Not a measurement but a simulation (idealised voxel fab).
process module | voxel gate over fins
This is section cut - it's 245 nm across, gridded in 5 nm square cells.
A cross-section in this document is a grid of square cells, and it is written down as bands, the top band listed before the ones below it; a band is made up of one or more rows of cells. Look at the band entry: it leads with the top's height and the bottom's height in nm. Then it lists the materials left to right, with a width in nm for each. The word "full width" on a single material says that material fills the band edge to edge. The word "air" is empty space. Convention: height 0 is the level below which the wafer, as received, is all one material. The lowest band does not terminate at the bottom but continues downward, represented as "0 nm and below". The width entry "30..40" should be interpreted row by row: the top row of cells in the band takes the first number, the bottom row takes the second number, and the change between adjacent rows is uniform throughout. Given "nothing changed" for a step, no cell of the cross-section differs between before and after that step. The label "Fully sealed cavities" introduces a list of the empty spaces, 8 cells or larger, that have no open way up to the top; each entry in it reads width x height at distance, where the distance is taken from the left edge and all three are stated in nm. Text after the settings on a step's line: the simulator's own remark on that step. The optional step-line setting "overlay nm" applies to steps with a mask and quantifies how far to the right of its planned location the mask lay, a negative value indicating leftward placement.

**The steps planned for the process are as follows**
| 1 | RECEIVE, material Si |
| 2 | CONFORMAL_DEP, material SiN, thk nm 5 |
| 3 | PATTERN, tone cover, mask id FINS, material resist, width nm 15, pitch nm 35, thk nm 20, overlay nm 0 |
| 4 | DIRECTIONAL_ETCH, etch materials SiN, depth nm 5 |
| 5 | DIRECTIONAL_ETCH, etch materials Si, depth nm 30 |
| 6 | STRIP, etch materials resist |
| 7 | FILL_DEP, material SiO2, thk nm 10 |
| 8 | CMP, height nm 5 |
| 9 | SELECTIVE_ETCH, etch materials SiO2, depth nm 20 |
| 10 | STRIP, etch materials SiN |
| 11 | CONFORMAL_DEP, material HfO2, thk nm 5 |
| 12 | CONFORMAL_DEP, material TiN, thk nm 5 |
| 13 | CONFORMAL_DEP, material TiAl, thk nm 5 |
| 14 | CONFORMAL_DEP, material TiN, thk nm 5 |
| 15 | FILL_DEP, material W, thk nm 15 |
| 16 | CMP, height nm 30 |
| 17 | CONFORMAL_DEP, material SiCN, thk nm 5 |

**So this is the incoming wafer in cross-section - it's already been through step 1**
- 0 nm and below | Si full width
- Fully sealed cavities: none

**Look at the cross-section after the module: the wafer started out the way shown above and the plan was the one shown above, yet one mistake was made along the way**
- 35 nm to 30 nm | SiCN full width
- 30 nm to 20 nm | W full width
- 20 nm to 15 nm | W=75; TiN=90; W=80
- 15 nm to 10 nm | W=75; TiN=5; W=80; TiN=5; W=80
- 10 nm to 5 nm | W=75; TiN=5; W=5; TiN=70; W=5; TiN=5; W=80
- 5 nm to 0 nm | TiN=80; W=5; TiN=5; HfO2=25; TiN=10; HfO2=25; TiN=5; W=5; TiN=85
- 0 nm to -5 nm | W=85; TiN=5; HfO2=5; Si=15; HfO2=5; TiN=10; HfO2=5; Si=15; HfO2=5; TiN=5; W=90
- -5 nm to -10 nm | TiN=90; HfO2=5; Si=15; HfO2=5; TiN=10; HfO2=5; Si=15; HfO2=5; TiN=95
- -10 nm to -15 nm | HfO2=95; Si=15; HfO2=20; Si=15; HfO2=100
- -15 nm to -30 nm | SiO2=95; Si=15; SiO2=20; Si=15; SiO2=100
- -30 nm and below | Si full width
- Fully sealed cavities: none
Which mistake was made when the wafer was run? step 13 ran differently from the plan; actual operation with settings: CONFORMAL_DEP, material W, thk nm 5
